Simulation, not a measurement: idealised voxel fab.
Process module, titled voxel quadruple lines
Cross-section cut: width 190 nm, square cells of 5 nm.
The cross-sections in this document take the form of a grid made of square cells. They are written out as bands, in order from top to bottom. Each band consists of one or more rows of cells. Within each band entry, the heights of the top and of the bottom of the band appear first, in that order and in nm; the materials of the band then follow from left to right, each with its corresponding width in nm. The designation "throughout" on a single material indicates that it fills the band from edge to edge; the designation "empty" indicates empty space. Heights are measured from 0, the level below which the as-received wafer is all one material; the lowest band has no bottom and continues downward, written as in "0 -> down". It should be noted that a width expressed as "30->40" varies in equal increments from row to row of cells within the band, taking the value of the first number at the top row and that of the second number at the bottom row. It should be understood that the words "remained the same", when stated for a given step, signify that the cross-section underwent no change in any of its cells during that step. What "Internal closed voids" gives you is every empty space of 8 cells or more that is cut off from the top. Each appears as width x height at distance, with the distance taken from the left edge and width, height and distance all in nm. after a step's settings: what the simulator itself notes on the step. When a step includes a mask, the "overlay nm" setting on its line states how far to the right of its planned place that mask lay, and negative values state how far to the left.

### These are the steps we planned for the process
- 1: RECEIVE [material Si]
- 2: CONFORMAL_DEP [material SiO2] [thk nm 10]
- 3: DIRECTIONAL_DEP [material TiN] [thk nm 10]
- 4: DIRECTIONAL_DEP [material polySi] [thk nm 20]
- 5: DIRECTIONAL_DEP [material aC] [thk nm 25]
- 6: PATTERN [tone cover] [mask id MANDREL] [material resist] [width nm 20] [thk nm 35] [overlay nm -15]
- 7: DIRECTIONAL_ETCH [etch materials aC] [depth nm 25]
- 8: STRIP [etch materials resist]
- 9: CONFORMAL_DEP [material SiO2] [thk nm 10]
- 10: DIRECTIONAL_ETCH [etch materials SiO2] [depth nm 10]
- 11: STRIP [etch materials aC]
- 12: DIRECTIONAL_ETCH [etch materials polySi] [depth nm 20]
- 13: STRIP [etch materials SiO2]
- 14: CONFORMAL_DEP [material SiN] [thk nm 5]
- 15: DIRECTIONAL_ETCH [etch materials SiN] [depth nm 5]
- 16: STRIP [etch materials polySi]
- 17: DIRECTIONAL_ETCH [etch materials TiN] [depth nm 10]
- 18: STRIP [etch materials SiN]
- 19: FILL_DEP [material SiO2] [thk nm 10]
- 20: CMP [height nm 20]
Split variable: overlay nm, step 6. Plan value = first wafer. Wafers start alike.

### Step 1 complete: as-received cross-section of the first of several wafers
- 0 -> down = Si throughout
- Internal closed voids: none

### Quick key for the table: a row per wafer, taken at the end of the module. For each material it tells you how many cells the wafer gained (+) or lost (-) since it came in, and the closed voids come after
overlay nm -15, +144 SiO2, +8 TiN, Internal closed voids: none
overlay nm -10, +144 SiO2, +8 TiN, Internal closed voids: none
overlay nm -5, +144 SiO2, +8 TiN, Internal closed voids: none
overlay nm 0, +144 SiO2, +8 TiN, Internal closed voids: none
overlay nm 5, +144 SiO2, +8 TiN, Internal closed voids: none
overlay nm 10, +144 SiO2, +8 TiN, Internal closed voids: none
overlay nm 15, +144 SiO2, +8 TiN, Internal closed voids: none
